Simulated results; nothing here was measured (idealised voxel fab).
Module name: voxel gate over fins (process module)
Cross-section cut spans 290 nm and uses square cells 5 nm in size.
Cross-section format: a grid of square cells, given as bands from top to bottom; each band is one or more rows of cells.
First you get the band's top height and its bottom height, in nm, and then the materials it's made of, left to right, with each width in nm. If you see a single material with "full width", that one covers the band edge to edge. "air" is empty space.
Measure heights from 0. That's the level where, below it, the as-received wafer is all one material. The lowest band is bottomless and extends downward; write it as in "0 -> down".
Per-row width for "30->40": begins at first number (top row of band), ends at second number (bottom row), increment between rows held constant.
When a step is marked "nothing got changed", none of the cells in the cross-section changed during that step.
"Sealed internal voids" enumerates empty spaces isolated from the top, with no open way to it, that contain at least 8 cells, giving each as width x height at distance from the left edge, all three in nm.
Note: text after step settings on the step line = simulator remark on that step.
overlay nm: step with mask; distance mask lay right of planned place; negative value = left of planned place.

# These are the steps we planned for the process
step 1: RECEIVE, material Si
step 2: CONFORMAL_DEP, material SiN, thk nm 5
step 3: PATTERN, tone cover, mask id FINS, material resist, width nm 15, pitch nm 35, thk nm 20, overlay nm 0
step 4: DIRECTIONAL_ETCH, etch materials SiN, depth nm 5
step 5: DIRECTIONAL_ETCH, etch materials Si, depth nm 35
step 6: STRIP, etch materials resist
step 7: FILL_DEP, material SiO2, thk nm 5
step 8: CMP, height nm 5
step 9: SELECTIVE_ETCH, etch materials SiO2, depth nm 20
step 10: STRIP, etch materials SiN
step 11: CONFORMAL_DEP, material HfO2, thk nm 5
step 12: CONFORMAL_DEP, material TiN, thk nm 5
step 13: CONFORMAL_DEP, material TiAl, thk nm 5
step 14: CONFORMAL_DEP, material TiN, thk nm 5
step 15: FILL_DEP, material W, thk nm 10
step 16: CMP, height nm 25
step 17: CONFORMAL_DEP, material SiCN, thk nm 5

# First of two wafers - as planned

# Cross-section of the wafer as it came to us, i.e., already through step 1
0 -> down | Si full width
Sealed internal voids: none

# Sectional view: wafer, after step 2
5 -> 0 | SiN full width
Anything lower than 0 is untouched.

# Sectional view: wafer, after step 3
25 -> 5 | air: 100, then resist: 15, then air: 20, then resist: 15, then air: 20, then resist: 15, then air: 105
Anything lower than 5 is untouched.

# Sectional view: wafer, after step 4
25 -> 5 | air: 100, then resist: 15, then air: 20, then resist: 15, then air: 20, then resist: 15, then air: 105
5 -> 0 | air: 100, then SiN: 15, then air: 20, then SiN: 15, then air: 20, then SiN: 15, then air: 105
Anything lower than 0 is untouched.

# Sectional view: wafer, after step 5
25 -> 5 | air: 100, then resist: 15, then air: 20, then resist: 15, then air: 20, then resist: 15, then air: 105
5 -> 0 | air: 100, then SiN: 15, then air: 20, then SiN: 15, then air: 20, then SiN: 15, then air: 105
0 -> -35 | air: 100, then Si: 15, then air: 20, then Si: 15, then air: 20, then Si: 15, then air: 105
Anything lower than -35 is untouched.

# Sectional view: wafer, after step 6
5 -> 0 | air: 100, then SiN: 15, then air: 20, then SiN: 15, then air: 20, then SiN: 15, then air: 105
Anything lower than 0 is untouched.

# Sectional view: wafer, after step 7
10 -> 5 | SiO2 full width
5 -> 0 | SiO2: 100, then SiN: 15, then SiO2: 20, then SiN: 15, then SiO2: 20, then SiN: 15, then SiO2: 105
0 -> -35 | SiO2: 100, then Si: 15, then SiO2: 20, then Si: 15, then SiO2: 20, then Si: 15, then SiO2: 105
Anything lower than -35 is untouched.

# Sectional view: wafer, after step 8
5 -> 0 | SiO2: 100, then SiN: 15, then SiO2: 20, then SiN: 15, then SiO2: 20, then SiN: 15, then SiO2: 105
Anything lower than 0 is untouched.

# Sectional view: wafer, after step 9
5 -> 0 | air: 100, then SiN: 15, then air: 20, then SiN: 15, then air: 20, then SiN: 15, then air: 105
0 -> -15 | air: 100, then Si: 15, then air: 20, then Si: 15, then air: 20, then Si: 15, then air: 105
Anything lower than -15 is untouched.

# Sectional view: wafer, after step 10
0 -> -15 | air: 100, then Si: 15, then air: 20, then Si: 15, then air: 20, then Si: 15, then air: 105
Anything lower than -15 is untouched.

# Sectional view: wafer, after step 11
5 -> 0 | air: 95, then HfO2: 25, then air: 10, then HfO2: 25, then air: 10, then HfO2: 25, then air: 100
0 -> -10 | air: 95, then HfO2: 5, then Si: 15, then HfO2: 5, then air: 10, then HfO2: 5, then Si: 15, then HfO2: 5, then air: 10, then HfO2: 5, then Si: 15, then HfO2: 5, then air: 100
-10 -> -15 | HfO2: 100, then Si: 15, then HfO2: 20, then Si: 15, then HfO2: 20, then Si: 15, then HfO2: 105
Anything lower than -15 is untouched.

# Sectional view: wafer, after step 12
10 -> 5 | air: 90, then TiN: 105, then air: 95
5 -> 0 | air: 90, then TiN: 5, then HfO2: 25, then TiN: 10, then HfO2: 25, then TiN: 10, then HfO2: 25, then TiN: 5, then air: 95
0 -> -5 | air: 90, then TiN: 5, then HfO2: 5, then Si: 15, then HfO2: 5, then TiN: 10, then HfO2: 5, then Si: 15, then HfO2: 5, then TiN: 10, then HfO2: 5, then Si: 15, then HfO2: 5, then TiN: 5, then air: 95
-5 -> -10 | TiN: 95, then HfO2: 5, then Si: 15, then HfO2: 5, then TiN: 10, then HfO2: 5, then Si: 15, then HfO2: 5, then TiN: 10, then HfO2: 5, then Si: 15, then HfO2: 5, then TiN: 100
Anything lower than -10 is untouched.

# Sectional view: wafer, after step 13
15 -> 10 | air: 85, then TiAl: 115, then air: 90
10 -> 5 | air: 85, then TiAl: 5, then TiN: 105, then TiAl: 5, then air: 90
5 -> 0 | air: 85, then TiAl: 5, then TiN: 5, then HfO2: 25, then TiN: 10, then HfO2: 25, then TiN: 10, then HfO2: 25, then TiN: 5, then TiAl: 5, then air: 90
0 -> -5 | TiAl: 90, then TiN: 5, then HfO2: 5, then Si: 15, then HfO2: 5, then TiN: 10, then HfO2: 5, then Si: 15, then HfO2: 5, then TiN: 10, then HfO2: 5, then Si: 15, then HfO2: 5, then TiN: 5, then TiAl: 95
Anything lower than -5 is untouched.

# Sectional view: wafer, after step 14
20 -> 15 | air: 80, then TiN: 125, then air: 85
15 -> 10 | air: 80, then TiN: 5, then TiAl: 115, then TiN: 5, then air: 85
10 -> 5 | air: 80, then TiN: 5, then TiAl: 5, then TiN: 105, then TiAl: 5, then TiN: 5, then air: 85
5 -> 0 | TiN: 85, then TiAl: 5, then TiN: 5, then HfO2: 25, then TiN: 10, then HfO2: 25, then TiN: 10, then HfO2: 25, then TiN: 5, then TiAl: 5, then TiN: 90
Anything lower than 0 is untouched.

# Sectional view: wafer, after step 15
30 -> 20 | W full width
20 -> 15 | W: 80, then TiN: 125, then W: 85
15 -> 10 | W: 80, then TiN: 5, then TiAl: 115, then TiN: 5, then W: 85
10 -> 5 | W: 80, then TiN: 5, then TiAl: 5, then TiN: 105, then TiAl: 5, then TiN: 5, then W: 85
Anything lower than 5 is untouched.

# Sectional view: wafer, after step 16
25 -> 20 | W full width
Anything lower than 20 is untouched.

# Sectional view: wafer, after step 17
30 -> 25 | SiCN full width
Anything lower than 25 is untouched.

# Here the second wafer is described. Its start and its plan were those of the first wafer. Its run contained one mistake. Up to and including step 1, it did exactly what the first wafer did

# Second wafer, cut view, end of step 2 per plan
5 -> 0 | TiAl full width
Anything lower than 0 is untouched.

# Second wafer, cut view, end of step 3 per plan
25 -> 5 | air: 100, then resist: 15, then air: 20, then resist: 15, then air: 20, then resist: 15, then air: 105
Anything lower than 5 is untouched.

Second wafer, cut view, end of step 4 per plan: nothing got changed

Second wafer, cut view, end of step 5 per plan: nothing got changed

# Second wafer, cut view, end of step 6 per plan
5 -> 0 | TiAl full width
Anything lower than 0 is untouched.

# Second wafer, cut view, end of step 7 per plan
10 -> 5 | SiO2 full width
Anything lower than 5 is untouched.

# Second wafer, cut view, end of step 8 per plan
5 -> 0 | TiAl full width
Anything lower than 0 is untouched.

Second wafer, cut view, end of step 9 per plan: nothing got changed

Second wafer, cut view, end of step 10 per plan: nothing got changed

# Second wafer, cut view, end of step 11 per plan
10 -> 5 | HfO2 full width
Anything lower than 5 is untouched.

# Second wafer, cut view, end of step 12 per plan
15 -> 10 | TiN full width
Anything lower than 10 is untouched.

# Second wafer, cut view, end of step 13 per plan
20 -> 15 | TiAl full width
Anything lower than 15 is untouched.

# Second wafer, cut view, end of step 14 per plan
25 -> 20 | TiN full width
Anything lower than 20 is untouched.

# Second wafer, cut view, end of step 15 per plan
35 -> 25 | W full width
Anything lower than 25 is untouched.

# Second wafer, cut view, end of step 16 per plan
25 -> 20 | TiN full width
Anything lower than 20 is untouched.

# Second wafer, cut view, end of step 17 per plan
30 -> 25 | SiCN full width
Anything lower than 25 is untouched.
Which mistake was made when the wafer was run? step 2 off recipe, ran as CONFORMAL_DEP, material TiAl, thk nm 5
FYI, end of process, the second wafer has more or fewer cells of some materials than the first: -18 HfO2, +343 Si, -196 SiO2, +52 TiAl, -24 TiN, -157 W
